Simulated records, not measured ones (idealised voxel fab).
This is a process module. Its name is voxel local oxidation.
Cross-sectional view cut (width: 265 nm; square cell size: 5 nm).
Bands, listed from the top down, are how a cross-section gets written in this document; the cross-section itself is a grid of square cells, and a band is one or more rows of them.
Heads up on the band format: heights come first, top then bottom, in nm. After that it's the materials left to right, each with its width in nm. A single material flagged "everywhere" fills the whole band edge to edge, and "empty" means there's empty space there.
Counting heights begins at 0, where everything beneath is, in the wafer as received, one material. The lowest band has no bottom; it goes on downwards, as "0 down" shows.
Width: "30 to 40" (first number = top row, second number = bottom row, same change from row to row of cells).
When a step is marked "remains unaltered", none of the cells in the cross-section changed during that step.
Basically, "Catalogued sealed voids" tells you about the enclosed voids: empty spaces with no open way to the top, 8 cells or bigger, each written width x height at distance, where distance is from the left edge, all in nm.
If you see something after the settings on a step's line, that's the simulator's own remark about that step.
"overlay nm" denotes, for a step that has a mask, the displacement of the mask to the right of its planned place, with negative values corresponding to the left.
**Steps planned for the process**
1. RECEIVE (material Si)
2. OXIDIZE (depth nm 5)
3. CONFORMAL_DEP (material SiN; thk nm 10)
4. MASKED_ETCH (tone cover; mask id ACTIVE; width nm 130; etch materials SiN; depth nm 10; overlay nm 0)
5. SELECTIVE_ETCH (etch materials SiO2; depth nm 5)
6. OXIDIZE (depth nm 15)
7. STRIP (etch materials SiN)
**First out of two wafers; run went to plan**
**As-received state of the wafer in cross-section, equivalent to post-step 1**
> 0 down  Si everywhere
> Catalogued sealed voids: none
**Sectional view: wafer, after step 2**
> 0 to -5  SiO2 everywhere
> Everything below -5 is unchanged.
**Sectional view: wafer, after step 3**
> 10 to 0  SiN everywhere
> Everything below 0 is unchanged.
**Sectional view: wafer, after step 4**
> 10 to 0  empty 65, then SiN 130, then empty 70
> Everything below 0 is unchanged.
**Sectional view: wafer, after step 5**
> 10 to 0  empty 65, then SiN 130, then empty 70
> 0 to -5  empty 70, then SiO2 120, then empty 75
> Everything below -5 is unchanged.
**Sectional view: wafer, after step 6**
> 10 to 0  empty 65, then SiN 130, then empty 70
> 0 to -5  empty 70, then SiO2 120, then empty 75
> -5 to -20  SiO2 85, then Si 90, then SiO2 90
> Everything below -20 is unchanged.
**Sectional view: wafer, after step 7**
> 0 to -5  empty 70, then SiO2 120, then empty 75
> Everything below -5 is unchanged.
**Second wafer - shared start and plan with the first - one error in running - same as the first up to step 2 inclusive**
**Cross-section, second wafer, at the end time the plan gives for step 3**
> 10 to -5  SiO2 everywhere
> Everything below -5 is unchanged.
Cross-section, second wafer, at the end time the plan gives for step 4: remains unaltered
**Cross-section, second wafer, at the end time the plan gives for step 5**
> 5 to -5  SiO2 everywhere
> Everything below -5 is unchanged.
Cross-section, second wafer, at the end time the plan gives for step 6: remains unaltered
Cross-section, second wafer, at the end time the plan gives for step 7: remains unaltered
Here's what went sideways: not per plan at step 3, really ran CONFORMAL_DEP (material SiO2; thk nm 10)
The second wafer ends with more or fewer cells of some materials than the first, per final count: 105 more of Si | 23 fewer of SiO2
